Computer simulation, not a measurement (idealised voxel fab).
The name of this process module is voxel lift off.
This is section cut - it's 215 nm across, gridded in 5 nm square cells.
A cross-section in this document is a grid of square cells, and it is written down as bands, the top band listed before the ones below it; a band is made up of one or more rows of cells.
Heights first: top, then bottom, in nm. Then materials, left to right, each with a width in nm. "all across" on a single material: fills the band edge to edge. "air": empty space.
Below 0: as-received wafer, all one material; heights counted from there. Lowest band: no bottom, goes on down, written "0 down".
It should be noted that a width expressed as "30..40" varies in equal increments from row to row of cells within the band, taking the value of the first number at the top row and that of the second number at the bottom row.
The designation "no modifications", where it is given for a processing step, indicates that no cell of the cross-section was altered in the course of that step.
"Enclosed cavities": sealed empty spaces, 8 cells or more, no open way to top, listed width x height at distance, with distance from the left edge and width, height and distance in nm.
If you see something after the settings on a step's line, that's the simulator's own remark about that step.
A step line may carry the setting "overlay nm", which, for steps involving a mask, states the distance by which the mask lay to the right of its intended position; negative values denote displacement to the left.

-- This section lists the process steps that were planned
1 op RECEIVE | material Si
2 op CONFORMAL_DEP | material SiO2 | thk nm 5
3 op PATTERN | tone open | mask id LINES | material resist | width nm 20 | pitch nm 45 | thk nm 25 | overlay nm 0
4 op DIRECTIONAL_DEP | material Ru | thk nm 10
5 op STRIP | etch materials resist
6 op CONFORMAL_DEP | material SiCN | thk nm 10
Same starting wafers, different width nm at step 3. Plan value belongs to the first wafer.

-- Cross-section, first of several wafers, as delivered after step 1
* 0 down = Si all across
* Enclosed cavities: none

-- Note: the following table is arranged by wafer, a row apiece. Each row reports the end-of-module state: per material, cells gained (+) or cells lost (-) compared with the wafer as received; closed voids follow
width nm 20; +32 Ru; +118 SiCN; +43 SiO2; Enclosed cavities: none
width nm 25; +40 Ru; +118 SiCN; +43 SiO2; Enclosed cavities: none
width nm 30; +48 Ru; +112 SiCN; +43 SiO2; Enclosed cavities: none
